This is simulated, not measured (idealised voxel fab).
process module | voxel gate over fins
This is section cut - it's 250 nm across, gridded in 5 nm square cells.
Cross-sections here: square-cell grids, written as top-down lists of bands, a band being one or more rows of cells. In this notation a band is specified by the heights of its top and bottom, in that order and in nm, after which its materials appear from left to right, each paired with its width in nm. The word "full width" attached to a single material means that material fills the band from edge to edge; the word "empty" stands for empty space. Zero point of the height axis is 0; under it, received wafer = one material. Lowest band: continues down indefinitely, "from 0 down". Graded width ("30 to 40"): value in top row of band = first number; value in bottom row = second number; row-to-row change constant. "nothing was modified" after a step means that no cell of the cross-section changed. "Enclosed void listing" lists enclosed empty spaces (at least 8 cells, no open path upward to the top), each as width x height at distance from the left edge, in nm. Read whatever lies past the settings on a step's line as the simulator's own remark about the step. On any step carrying a mask, the "overlay nm" setting, if present on the step's line, tells how far right of its planned place the mask lay; negative values point to the left.
-- The following list gives the planned process steps
1,RECEIVE: material Si
2,CONFORMAL_DEP: material SiN, thk nm 5
3,MASKED_ETCH: tone cover, mask id FINS, width nm 15, pitch nm 60, etch materials SiN, depth nm 5, overlay nm 0
4,MASKED_ETCH: tone cover, mask id FINS, width nm 15, pitch nm 60, etch materials Si, depth nm 40, overlay nm 0
5,OXIDIZE: depth nm 5
6,FILL_DEP: material SiO2, thk nm 10
7,CMP: height nm 5
8,DIRECTIONAL_DEP: material aC, thk nm 10
9,PATTERN: tone open, mask id RAIL, material resist, width nm 15, thk nm 30, overlay nm 0
10,DIRECTIONAL_ETCH: etch materials aC, depth nm 10
11,STRIP: etch materials resist
12,DIRECTIONAL_ETCH: etch materials SiO2, depth nm 40
13,STRIP: etch materials aC
14,CONFORMAL_DEP: material TiN, thk nm 5
15,FILL_DEP: material W, thk nm 10
16,CMP: height nm 5
17,SELECTIVE_ETCH: etch materials W Ru TiN, depth nm 25
18,FILL_DEP: material SiO2, thk nm 5
19,CMP: height nm 5
20,SELECTIVE_ETCH: etch materials SiO2, depth nm 15
21,STRIP: etch materials SiN
22,CONFORMAL_DEP: material HfO2, thk nm 5
23,CONFORMAL_DEP: material TiN, thk nm 5
24,CONFORMAL_DEP: material TiAl, thk nm 5
25,CONFORMAL_DEP: material TiN, thk nm 5
26,FILL_DEP: material W, thk nm 10
27,CMP: height nm 25
28,CONFORMAL_DEP: material SiN, thk nm 10
-- Of two wafers, the first: run according to plan
-- as received, after step 1
* from 0 down | Si full width
* Enclosed void listing: none
-- State of the wafer after step 2, shown in cross-section
* from 5 to 0 | SiN full width
* Lower than 0, everything is as it was.
-- State of the wafer after step 3, shown in cross-section
* from 5 to 0 | empty=55, SiN=15, empty=45, SiN=15, empty=45, SiN=15, empty=60
* Lower than 0, everything is as it was.
-- State of the wafer after step 4, shown in cross-section
* from 5 to 0 | empty=55, SiN=15, empty=45, SiN=15, empty=45, SiN=15, empty=60
* from 0 to -40 | empty=55, Si=15, empty=45, Si=15, empty=45, Si=15, empty=60
* Lower than -40, everything is as it was.
-- State of the wafer after step 5, shown in cross-section
* from 5 to 0 | empty=55, SiN=15, empty=45, SiN=15, empty=45, SiN=15, empty=60
* from 0 to -40 | empty=55, SiO2=5, Si=5, SiO2=5, empty=45, SiO2=5, Si=5, SiO2=5, empty=45, SiO2=5, Si=5, SiO2=5, empty=60
* from -40 to -45 | SiO2=60, Si=5, SiO2=55, Si=5, SiO2=55, Si=5, SiO2=65
* Lower than -45, everything is as it was.
-- State of the wafer after step 6, shown in cross-section
* from 15 to 5 | SiO2 full width
* from 5 to 0 | SiO2=55, SiN=15, SiO2=45, SiN=15, SiO2=45, SiN=15, SiO2=60
* from 0 to -45 | SiO2=60, Si=5, SiO2=55, Si=5, SiO2=55, Si=5, SiO2=65
* Lower than -45, everything is as it was.
-- State of the wafer after step 7, shown in cross-section
* from 5 to 0 | SiO2=55, SiN=15, SiO2=45, SiN=15, SiO2=45, SiN=15, SiO2=60
* Lower than 0, everything is as it was.
-- State of the wafer after step 8, shown in cross-section
* from 15 to 5 | aC full width
* Lower than 5, everything is as it was.
-- State of the wafer after step 9, shown in cross-section
* from 45 to 15 | resist=85, empty=15, resist=150
* Lower than 15, everything is as it was.
-- State of the wafer after step 10, shown in cross-section
* from 35 to 15 | resist=85, empty=15, resist=150
* from 15 to 5 | aC=85, empty=15, aC=150
* Lower than 5, everything is as it was.
-- State of the wafer after step 11, shown in cross-section
* from 15 to 5 | aC=85, empty=15, aC=150
* Lower than 5, everything is as it was.
-- State of the wafer after step 12, shown in cross-section
* from 15 to 5 | aC=85, empty=15, aC=150
* from 5 to 0 | SiO2=55, SiN=15, SiO2=15, empty=15, SiO2=15, SiN=15, SiO2=45, SiN=15, SiO2=60
* from 0 to -35 | SiO2=60, Si=5, SiO2=20, empty=15, SiO2=20, Si=5, SiO2=55, Si=5, SiO2=65
* Lower than -35, everything is as it was.
-- State of the wafer after step 13, shown in cross-section
* from 5 to 0 | SiO2=55, SiN=15, SiO2=15, empty=15, SiO2=15, SiN=15, SiO2=45, SiN=15, SiO2=60
* Lower than 0, everything is as it was.
-- State of the wafer after step 14, shown in cross-section
* from 10 to 5 | TiN=90, empty=5, TiN=155
* from 5 to 0 | SiO2=55, SiN=15, SiO2=15, TiN=5, empty=5, TiN=5, SiO2=15, SiN=15, SiO2=45, SiN=15, SiO2=60
* from 0 to -30 | SiO2=60, Si=5, SiO2=20, TiN=5, empty=5, TiN=5, SiO2=20, Si=5, SiO2=55, Si=5, SiO2=65
* from -30 to -35 | SiO2=60, Si=5, SiO2=20, TiN=15, SiO2=20, Si=5, SiO2=55, Si=5, SiO2=65
* Lower than -35, everything is as it was.
-- State of the wafer after step 15, shown in cross-section
* from 20 to 10 | W full width
* from 10 to 5 | TiN=90, W=5, TiN=155
* from 5 to 0 | SiO2=55, SiN=15, SiO2=15, TiN=5, W=5, TiN=5, SiO2=15, SiN=15, SiO2=45, SiN=15, SiO2=60
* from 0 to -30 | SiO2=60, Si=5, SiO2=20, TiN=5, W=5, TiN=5, SiO2=20, Si=5, SiO2=55, Si=5, SiO2=65
* Lower than -30, everything is as it was.
-- State of the wafer after step 16, shown in cross-section
* from 5 to 0 | SiO2=55, SiN=15, SiO2=15, TiN=5, W=5, TiN=5, SiO2=15, SiN=15, SiO2=45, SiN=15, SiO2=60
* Lower than 0, everything is as it was.
-- State of the wafer after step 17, shown in cross-section
* from 5 to 0 | SiO2=55, SiN=15, SiO2=15, empty=15, SiO2=15, SiN=15, SiO2=45, SiN=15, SiO2=60
* from 0 to -20 | SiO2=60, Si=5, SiO2=20, empty=15, SiO2=20, Si=5, SiO2=55, Si=5, SiO2=65
* Lower than -20, everything is as it was.
-- State of the wafer after step 18, shown in cross-section
* from 10 to 5 | SiO2 full width
* from 5 to 0 | SiO2=55, SiN=15, SiO2=45, SiN=15, SiO2=45, SiN=15, SiO2=60
* from 0 to -20 | SiO2=60, Si=5, SiO2=55, Si=5, SiO2=55, Si=5, SiO2=65
* Lower than -20, everything is as it was.
-- State of the wafer after step 19, shown in cross-section
* from 5 to 0 | SiO2=55, SiN=15, SiO2=45, SiN=15, SiO2=45, SiN=15, SiO2=60
* Lower than 0, everything is as it was.
-- State of the wafer after step 20, shown in cross-section
* from 5 to 0 | empty=55, SiN=15, empty=45, SiN=15, empty=45, SiN=15, empty=60
* from 0 to -10 | empty=60, Si=5, empty=55, Si=5, empty=55, Si=5, empty=65
* Lower than -10, everything is as it was.
-- State of the wafer after step 21, shown in cross-section
* from 0 to -10 | empty=60, Si=5, empty=55, Si=5, empty=55, Si=5, empty=65
* Lower than -10, everything is as it was.
-- State of the wafer after step 22, shown in cross-section
* from 5 to 0 | empty=55, HfO2=15, empty=45, HfO2=15, empty=45, HfO2=15, empty=60
* from 0 to -5 | empty=55, HfO2=5, Si=5, HfO2=5, empty=45, HfO2=5, Si=5, HfO2=5, empty=45, HfO2=5, Si=5, HfO2=5, empty=60
* from -5 to -10 | HfO2=60, Si=5, HfO2=55, Si=5, HfO2=55, Si=5, HfO2=65
* Lower than -10, everything is as it was.
-- State of the wafer after step 23, shown in cross-section
* from 10 to 5 | empty=50, TiN=25, empty=35, TiN=25, empty=35, TiN=25, empty=55
* from 5 to 0 | empty=50, TiN=5, HfO2=15, TiN=5, empty=35, TiN=5, HfO2=15, TiN=5, empty=35, TiN=5, HfO2=15, TiN=5, empty=55
* from 0 to -5 | TiN=55, HfO2=5, Si=5, HfO2=5, TiN=45, HfO2=5, Si=5, HfO2=5, TiN=45, HfO2=5, Si=5, HfO2=5, TiN=60
* Lower than -5, everything is as it was.
-- State of the wafer after step 24, shown in cross-section
* from 15 to 10 | empty=45, TiAl=35, empty=25, TiAl=35, empty=25, TiAl=35, empty=50
* from 10 to 5 | empty=45, TiAl=5, TiN=25, TiAl=5, empty=25, TiAl=5, TiN=25, TiAl=5, empty=25, TiAl=5, TiN=25, TiAl=5, empty=50
* from 5 to 0 | TiAl=50, TiN=5, HfO2=15, TiN=5, TiAl=35, TiN=5, HfO2=15, TiN=5, TiAl=35, TiN=5, HfO2=15, TiN=5, TiAl=55
* Lower than 0, everything is as it was.
-- State of the wafer after step 25, shown in cross-section
* from 20 to 15 | empty=40, TiN=45, empty=15, TiN=45, empty=15, TiN=45, empty=45
* from 15 to 10 | empty=40, TiN=5, TiAl=35, TiN=5, empty=15, TiN=5, TiAl=35, TiN=5, empty=15, TiN=5, TiAl=35, TiN=5, empty=45
* from 10 to 5 | TiN=45, TiAl=5, TiN=25, TiAl=5, TiN=25, TiAl=5, TiN=25, TiAl=5, TiN=25, TiAl=5, TiN=25, TiAl=5, TiN=50
* Lower than 5, everything is as it was.
-- State of the wafer after step 26, shown in cross-section
* from 30 to 20 | W full width
* from 20 to 15 | W=40, TiN=45, W=15, TiN=45, W=15, TiN=45, W=45
* from 15 to 10 | W=40, TiN=5, TiAl=35, TiN=5, W=15, TiN=5, TiAl=35, TiN=5, W=15, TiN=5, TiAl=35, TiN=5, W=45
* Lower than 10, everything is as it was.
-- State of the wafer after step 27, shown in cross-section
* from 25 to 20 | W full width
* Lower than 20, everything is as it was.
-- State of the wafer after step 28, shown in cross-section
* from 35 to 25 | SiN full width
* Lower than 25, everything is as it was.
-- Wafer two of the pair: same origin, same plan, one error during the run; identical to wafer one up to and including step 8
-- Cross-section of the second wafer corresponding to the planned conclusion of step 9
* from 45 to 15 | empty=85, resist=15, empty=150
* Lower than 15, everything is as it was.
-- Cross-section of the second wafer corresponding to the planned conclusion of step 10
* from 35 to 15 | empty=85, resist=15, empty=150
* from 15 to 5 | empty=85, aC=15, empty=150
* Lower than 5, everything is as it was.
-- Cross-section of the second wafer corresponding to the planned conclusion of step 11
* from 15 to 5 | empty=85, aC=15, empty=150
* Lower than 5, everything is as it was.
-- Cross-section of the second wafer corresponding to the planned conclusion of step 12
* from 15 to 5 | empty=85, aC=15, empty=150
* from 5 to 0 | empty=55, SiN=15, empty=15, SiO2=15, empty=15, SiN=15, empty=45, SiN=15, empty=60
* from 0 to -35 | empty=55, SiO2=5, Si=5, SiO2=5, empty=15, SiO2=15, empty=15, SiO2=5, Si=5, SiO2=5, empty=45, SiO2=5, Si=5, SiO2=5, empty=60
* Lower than -35, everything is as it was.
-- Cross-section of the second wafer corresponding to the planned conclusion of step 13
* from 5 to 0 | empty=55, SiN=15, empty=15, SiO2=15, empty=15, SiN=15, empty=45, SiN=15, empty=60
* Lower than 0, everything is as it was.
-- Cross-section of the second wafer corresponding to the planned conclusion of step 14
* from 10 to 5 | empty=50, TiN=25, empty=5, TiN=25, empty=5, TiN=25, empty=35, TiN=25, empty=55
* from 5 to 0 | empty=50, TiN=5, SiN=15, TiN=5, empty=5, TiN=5, SiO2=15, TiN=5, empty=5, TiN=5, SiN=15, TiN=5, empty=35, TiN=5, SiN=15, TiN=5, empty=55
* from 0 to -30 | empty=50, TiN=5, SiO2=5, Si=5, SiO2=5, TiN=5, empty=5, TiN=5, SiO2=15, TiN=5, empty=5, TiN=5, SiO2=5, Si=5, SiO2=5, TiN=5, empty=35, TiN=5, SiO2=5, Si=5, SiO2=5, TiN=5, empty=55
* from -30 to -35 | TiN=55, SiO2=5, Si=5, SiO2=5, TiN=15, SiO2=15, TiN=15, SiO2=5, Si=5, SiO2=5, TiN=45, SiO2=5, Si=5, SiO2=5, TiN=60
* Lower than -35, everything is as it was.
-- Cross-section of the second wafer corresponding to the planned conclusion of step 15
* from 20 to 10 | W full width
* from 10 to 5 | W=50, TiN=25, W=5, TiN=25, W=5, TiN=25, W=35, TiN=25, W=55
* from 5 to 0 | W=50, TiN=5, SiN=15, TiN=5, W=5, TiN=5, SiO2=15, TiN=5, W=5, TiN=5, SiN=15, TiN=5, W=35, TiN=5, SiN=15, TiN=5, W=55
* from 0 to -30 | W=50, TiN=5, SiO2=5, Si=5, SiO2=5, TiN=5, W=5, TiN=5, SiO2=15, TiN=5, W=5, TiN=5, SiO2=5, Si=5, SiO2=5, TiN=5, W=35, TiN=5, SiO2=5, Si=5, SiO2=5, TiN=5, W=55
* Lower than -30, everything is as it was.
-- Cross-section of the second wafer corresponding to the planned conclusion of step 16
* from 5 to 0 | W=50, TiN=5, SiN=15, TiN=5, W=5, TiN=5, SiO2=15, TiN=5, W=5, TiN=5, SiN=15, TiN=5, W=35, TiN=5, SiN=15, TiN=5, W=55
* Lower than 0, everything is as it was.
-- Cross-section of the second wafer corresponding to the planned conclusion of step 17
* from 5 to 0 | empty=55, SiN=15, empty=15, SiO2=15, empty=15, SiN=15, empty=45, SiN=15, empty=60
* from 0 to -20 | empty=55, SiO2=5, Si=5, SiO2=5, empty=15, SiO2=15, empty=15, SiO2=5, Si=5, SiO2=5, empty=45, SiO2=5, Si=5, SiO2=5, empty=60
* Lower than -20, everything is as it was.
-- Cross-section of the second wafer corresponding to the planned conclusion of step 18
* from 10 to 5 | SiO2 full width
* from 5 to 0 | SiO2=55, SiN=15, SiO2=45, SiN=15, SiO2=45, SiN=15, SiO2=60
* from 0 to -20 | SiO2=60, Si=5, SiO2=55, Si=5, SiO2=55, Si=5, SiO2=65
* Lower than -20, everything is as it was.
-- Cross-section of the second wafer corresponding to the planned conclusion of step 19
* from 5 to 0 | SiO2=55, SiN=15, SiO2=45, SiN=15, SiO2=45, SiN=15, SiO2=60
* Lower than 0, everything is as it was.
-- Cross-section of the second wafer corresponding to the planned conclusion of step 20
* from 5 to 0 | empty=55, SiN=15, empty=45, SiN=15, empty=45, SiN=15, empty=60
* from 0 to -10 | empty=60, Si=5, empty=55, Si=5, empty=55, Si=5, empty=65
* Lower than -10, everything is as it was.
-- Cross-section of the second wafer corresponding to the planned conclusion of step 21
* from 0 to -10 | empty=60, Si=5, empty=55, Si=5, empty=55, Si=5, empty=65
* Lower than -10, everything is as it was.
-- Cross-section of the second wafer corresponding to the planned conclusion of step 22
* from 5 to 0 | empty=55, HfO2=15, empty=45, HfO2=15, empty=45, HfO2=15, empty=60
* from 0 to -5 | empty=55, HfO2=5, Si=5, HfO2=5, empty=45, HfO2=5, Si=5, HfO2=5, empty=45, HfO2=5, Si=5, HfO2=5, empty=60
* from -5 to -10 | HfO2=60, Si=5, HfO2=55, Si=5, HfO2=55, Si=5, HfO2=65
* Lower than -10, everything is as it was.
-- Cross-section of the second wafer corresponding to the planned conclusion of step 23
* from 10 to 5 | empty=50, TiN=25, empty=35, TiN=25, empty=35, TiN=25, empty=55
* from 5 to 0 | empty=50, TiN=5, HfO2=15, TiN=5, empty=35, TiN=5, HfO2=15, TiN=5, empty=35, TiN=5, HfO2=15, TiN=5, empty=55
* from 0 to -5 | TiN=55, HfO2=5, Si=5, HfO2=5, TiN=45, HfO2=5, Si=5, HfO2=5, TiN=45, HfO2=5, Si=5, HfO2=5, TiN=60
* Lower than -5, everything is as it was.
-- Cross-section of the second wafer corresponding to the planned conclusion of step 24
* from 15 to 10 | empty=45, TiAl=35, empty=25, TiAl=35, empty=25, TiAl=35, empty=50
* from 10 to 5 | empty=45, TiAl=5, TiN=25, TiAl=5, empty=25, TiAl=5, TiN=25, TiAl=5, empty=25, TiAl=5, TiN=25, TiAl=5, empty=50
* from 5 to 0 | TiAl=50, TiN=5, HfO2=15, TiN=5, TiAl=35, TiN=5, HfO2=15, TiN=5, TiAl=35, TiN=5, HfO2=15, TiN=5, TiAl=55
* Lower than 0, everything is as it was.
-- Cross-section of the second wafer corresponding to the planned conclusion of step 25
* from 20 to 15 | empty=40, TiN=45, empty=15, TiN=45, empty=15, TiN=45, empty=45
* from 15 to 10 | empty=40, TiN=5, TiAl=35, TiN=5, empty=15, TiN=5, TiAl=35, TiN=5, empty=15, TiN=5, TiAl=35, TiN=5, empty=45
* from 10 to 5 | TiN=45, TiAl=5, TiN=25, TiAl=5, TiN=25, TiAl=5, TiN=25, TiAl=5, TiN=25, TiAl=5, TiN=25, TiAl=5, TiN=50
* Lower than 5, everything is as it was.
-- Cross-section of the second wafer corresponding to the planned conclusion of step 26
* from 30 to 20 | W full width
* from 20 to 15 | W=40, TiN=45, W=15, TiN=45, W=15, TiN=45, W=45
* from 15 to 10 | W=40, TiN=5, TiAl=35, TiN=5, W=15, TiN=5, TiAl=35, TiN=5, W=15, TiN=5, TiAl=35, TiN=5, W=45
* Lower than 10, everything is as it was.
-- Cross-section of the second wafer corresponding to the planned conclusion of step 27
* from 25 to 20 | W full width
* Lower than 20, everything is as it was.
-- Cross-section of the second wafer corresponding to the planned conclusion of step 28
* from 35 to 25 | SiN full width
* Lower than 25, everything is as it was.
What was done differently from what was planned? step 9 did not happen as planned, as run it was PATTERN: tone cover, mask id RAIL, material resist, width nm 15, thk nm 30, overlay nm 0
Wafer comparison, final, in cells, second relative to first, materials more or fewer: -105 SiO2 | +47 TiN | +58 W
